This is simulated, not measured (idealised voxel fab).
Process module heading - voxel wiring stack
This is section cut - it's 235 nm across, gridded in 5 nm square cells.
Reading order for cross-sections: top band down to bottom band. Underlying form: a grid of square cells. Band size: one or more rows of cells. Top, bottom (nm), then materials left to right with widths (nm); lone material tagged "edge to edge" fills the whole band edge to edge; "empty" = empty space. Where do heights start? At 0: under that level the wafer as delivered is made of one material only. And the lowest band has no floor; it just carries on downward, as in "0..down". Note: "30 to 40" means the width goes from the first number (top row of the band) to the second number (bottom row) in equal steps per row of cells. "all unchanged" -> step changed no cross-section cell. Look at "Enclosed cavity list" for the closed voids: empty spaces with no open path to the top, sized 8 cells or up. Each is width x height at distance, distance from the left edge, all nm. It should be noted that, on the line of a given step, the content following the step's settings is a remark produced by the simulator itself with respect to that step. overlay nm: right-of-plan distance of the mask on a masked step; negative values mean left-of-plan.
## Process steps (planned)
1,RECEIVE with material Si
2,CONFORMAL_DEP with material SiO2, thk nm 15
3,DIRECTIONAL_DEP with material TiN, thk nm 5
4,DIRECTIONAL_DEP with material W, thk nm 20
5,DIRECTIONAL_DEP with material aC, thk nm 15
6,PATTERN with tone cover, mask id METAL_1, material resist, width nm 30, pitch nm 60, thk nm 30, overlay nm 0
7,DIRECTIONAL_ETCH with etch materials aC, depth nm 15
8,STRIP with etch materials resist
9,DIRECTIONAL_ETCH with etch materials W, depth nm 20
10,DIRECTIONAL_ETCH with etch materials TiN, depth nm 5
11,STRIP with etch materials aC
12,CONFORMAL_DEP with material SiCN, thk nm 5
13,FILL_DEP with material lowk, thk nm 10
14,CMP with height nm 40
15,CONFORMAL_DEP with material SiCN, thk nm 5
16,DIRECTIONAL_DEP with material SiO2, thk nm 20
17,MASKED_ETCH with tone open, mask id PLUG_1, width nm 15, pitch nm 120, etch materials SiO2, depth nm 20, overlay nm 0
18,MASKED_ETCH with tone open, mask id PLUG_1, width nm 15, pitch nm 120, etch materials SiCN, depth nm 5, overlay nm 0
19,CONFORMAL_DEP with material TiN, thk nm 5
20,FILL_DEP with material W, thk nm 5
21,CMP with height nm 65
22,CONFORMAL_DEP with material SiCN, thk nm 5
23,DIRECTIONAL_DEP with material SiO2, thk nm 15
24,PATTERN with tone open, mask id METAL_2, material resist, width nm 30, pitch nm 60, thk nm 20, overlay nm 0
25,DIRECTIONAL_ETCH with etch materials SiO2, depth nm 15
26,DIRECTIONAL_ETCH with etch materials SiCN, depth nm 5
27,STRIP with etch materials resist
28,CONFORMAL_DEP with material TiN, thk nm 5
29,FILL_DEP with material W, thk nm 5
30,CMP with height nm 85
31,CONFORMAL_DEP with material SiCN, thk nm 5
32,DIRECTIONAL_DEP with material SiO2, thk nm 10
33,MASKED_ETCH with tone open, mask id PLUG_2, width nm 15, pitch nm 60, etch materials SiO2, depth nm 10, overlay nm 0
34,MASKED_ETCH with tone open, mask id PLUG_2, width nm 15, pitch nm 60, etch materials SiCN, depth nm 5, overlay nm 0
35,CONFORMAL_DEP with material TiN, thk nm 5
36,FILL_DEP with material W, thk nm 5
37,CMP with height nm 100
38,DIRECTIONAL_DEP with material TiN, thk nm 5
39,DIRECTIONAL_DEP with material Ru, thk nm 25
40,MASKED_ETCH with tone cover, mask id METAL_3, width nm 30, pitch nm 60, etch materials Ru, depth nm 25, overlay nm 0
41,MASKED_ETCH with tone cover, mask id METAL_3, width nm 30, pitch nm 60, etch materials TiN, depth nm 5, overlay nm 0
42,CONFORMAL_DEP with material SiN, thk nm 5
43,FILL_DEP with material lowk, thk nm 5
44,CMP with height nm 130
45,CONFORMAL_DEP with material SiCN, thk nm 5
## as received, after step 1
  0..down  Si edge to edge
  Enclosed cavity list: none
## Figure: cross-sectional view of the wafer upon completion of the module, processed from the initial state and according to the plan depicted above, with one error introduced during execution
  135..130  SiCN edge to edge
  130..105  lowk: 35; SiN: 5; Ru: 30; SiN: 5; lowk: 20; SiN: 5; Ru: 30; SiN: 5; lowk: 20; SiN: 5; Ru: 30; SiN: 5; lowk: 40
  105..100  SiN: 40; TiN: 30; SiN: 30; TiN: 30; SiN: 30; TiN: 30; SiN: 45
  100..90  SiO2: 40; TiN: 5; W: 5; TiN: 5; SiO2: 45; TiN: 5; W: 5; TiN: 5; SiO2: 45; TiN: 5; W: 5; TiN: 5; SiO2: 60
  90..85  SiCN: 40; TiN: 15; SiCN: 45; TiN: 15; SiCN: 45; TiN: 15; SiCN: 60
  85..70  SiO2: 40; TiN: 5; W: 20; TiN: 5; SiO2: 30; TiN: 5; W: 20; TiN: 5; SiO2: 30; TiN: 5; W: 20; TiN: 5; SiO2: 45
  70..65  SiCN: 40; TiN: 30; SiCN: 30; TiN: 30; SiCN: 30; TiN: 30; SiCN: 45
  65..45  SiO2: 40; TiN: 5; W: 5; TiN: 5; SiO2: 105; TiN: 5; W: 5; TiN: 5; SiO2: 60
  45..40  SiCN: 40; TiN: 15; SiCN: 105; TiN: 15; SiCN: 60
  40..35  lowk: 35; SiCN: 5; W: 30; SiCN: 5; lowk: 20; SiCN: 5; W: 30; SiCN: 5; lowk: 20; SiCN: 5; W: 30; SiCN: 5; lowk: 40
  35..30  SiCN: 40; TiN: 30; SiCN: 30; TiN: 30; SiCN: 30; TiN: 30; SiCN: 45
  30..0  SiO2 edge to edge
  0..down  Si edge to edge
  Enclosed cavity list: none
Where did the run depart from the plan? the plan had its step 2 run twice
